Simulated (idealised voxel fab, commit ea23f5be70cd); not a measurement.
This is a process module. Its name is voxel self aligned vias.
The figure presents cross-section cut, which has a width of 195 nm and is divided into square cells with an edge length of 5 nm.
In what follows, cross-sections appear as grids of square cells, described through bands that run from the top down, where every band is one or more rows of cells.
It is stipulated that each band's entry specify, in nanometres, the height of the top of the band and then that of its bottom, followed by the materials of the band in left-to-right sequence, each together with its width in nanometres. A single material marked by the word "everywhere" is understood to fill the band from edge to edge; the word "blank" is understood to denote empty space.
The level at which height equals 0 is the one under which the wafer, as it arrives, is entirely one material. No lower edge exists for the bottom band, which continues downward and is notated as in "0 nm and below".
Note: "30 to 40" means the width goes from the first number (top row of the band) to the second number (bottom row) in equal steps per row of cells.
The designation "no modification", where it is given for a processing step, indicates that no cell of the cross-section was altered in the course of that step.
"Cavities, closed" - sealed voids, min. 8 cells, no opening to top; format: width x height at distance (distance from left edge; nm throughout).
It should be noted that, on the line of a given step, the content following the step's settings is a remark produced by the simulator itself with respect to that step.
What "overlay nm" on a step's line means: if the step has a mask, that mask lay this far to the right of its planned place, or, when the value is negative, to the left.
Steps in the process plan
step 1: RECEIVE, material Si
step 2: CONFORMAL_DEP, material SiO2, thk nm 10
step 3: CONFORMAL_DEP, material SiCN, thk nm 5
step 4: DIRECTIONAL_DEP, material lowk, thk nm 25
step 5: PATTERN, tone open, mask id LINES, material resist, width nm 25, pitch nm 65, thk nm 15, overlay nm 0
step 6: DIRECTIONAL_ETCH, etch materials lowk, depth nm 25
step 7: STRIP, etch materials resist
step 8: CONFORMAL_DEP, material TiN, thk nm 5
step 9: FILL_DEP, material W, thk nm 5
step 10: CMP, height nm 40
step 11: SELECTIVE_ETCH, etch materials W Ru TiN, depth nm 5
step 12: FILL_DEP, material SiN, thk nm 5
step 13: CMP, height nm 40
step 14: DIRECTIONAL_DEP, material lowk, thk nm 20
step 15: PATTERN, tone open, mask id VIAS, material resist, width nm 35, pitch nm 65, thk nm 15, overlay nm 0
step 16: DIRECTIONAL_ETCH, etch materials lowk, depth nm 20
step 17: DIRECTIONAL_ETCH, etch materials SiN, depth nm 5
step 18: STRIP, etch materials resist
step 19: CONFORMAL_DEP, material TiN, thk nm 5
step 20: FILL_DEP, material Ru, thk nm 10
step 21: CMP, height nm 60
step 22: CONFORMAL_DEP, material SiCN, thk nm 5
For this document, wafers share an identical start and vary in the step 3 thk nm; the plan quotes the first wafer's value.
This is how the first of several wafers looked in cross-section when it arrived, which is after step 1
* 0 nm and below  Si everywhere
* Cavities, closed: none
Cross-section of the first of several wafers once the module has run through its last step, step 22
* 65 nm to 60 nm  SiCN everywhere
* 60 nm to 45 nm  45 nm lowk, then 5 nm TiN, then 25 nm Ru, then 5 nm TiN, then 30 nm lowk, then 5 nm TiN, then 25 nm Ru, then 5 nm TiN, then 50 nm lowk
* 45 nm to 40 nm  45 nm lowk, then 10 nm TiN, then 15 nm Ru, then 10 nm TiN, then 30 nm lowk, then 10 nm TiN, then 15 nm Ru, then 10 nm TiN, then 50 nm lowk
* 40 nm to 35 nm  50 nm lowk, then 25 nm TiN, then 40 nm lowk, then 25 nm TiN, then 55 nm lowk
* 35 nm to 20 nm  50 nm lowk, then 5 nm TiN, then 15 nm W, then 5 nm TiN, then 40 nm lowk, then 5 nm TiN, then 15 nm W, then 5 nm TiN, then 55 nm lowk
* 20 nm to 15 nm  50 nm lowk, then 25 nm TiN, then 40 nm lowk, then 25 nm TiN, then 55 nm lowk
* 15 nm to 10 nm  SiCN everywhere
* 10 nm to 0 nm  SiO2 everywhere
* 0 nm and below  Si everywhere
* Cavities, closed: none
At the end of the module, the last of several wafers in cross-section
* 65 nm to 60 nm  SiCN everywhere
* 60 nm to 45 nm  45 nm lowk, then 5 nm TiN, then 25 nm Ru, then 5 nm TiN, then 30 nm lowk, then 5 nm TiN, then 25 nm Ru, then 5 nm TiN, then 50 nm lowk
* 45 nm to 40 nm  45 nm lowk, then 10 nm TiN, then 15 nm Ru, then 10 nm TiN, then 30 nm lowk, then 10 nm TiN, then 15 nm Ru, then 10 nm TiN, then 50 nm lowk
* 40 nm to 30 nm  50 nm lowk, then 25 nm TiN, then 40 nm lowk, then 25 nm TiN, then 55 nm lowk
* 30 nm to 10 nm  SiCN everywhere
* 10 nm to 0 nm  SiO2 everywhere
* 0 nm and below  Si everywhere
* Cavities, closed: none
For your reference, the table is organized with a row per wafer; each row reflects the wafer at the end of the module, indicating for each material the cells gained (+) or lost (-) since receipt, and thereafter its closed voids
thk nm 5; +36 Ru; +78 SiCN; +78 SiO2; +52 TiN; +18 W; +245 lowk; Cavities, closed: none
thk nm 10; +36 Ru; +117 SiCN; +78 SiO2; +48 TiN; +12 W; +216 lowk; Cavities, closed: none
thk nm 15; +36 Ru; +156 SiCN; +78 SiO2; +44 TiN; +6 W; +187 lowk; Cavities, closed: none
thk nm 20; +36 Ru; +195 SiCN; +78 SiO2; +40 TiN; +158 lowk; Cavities, closed: none
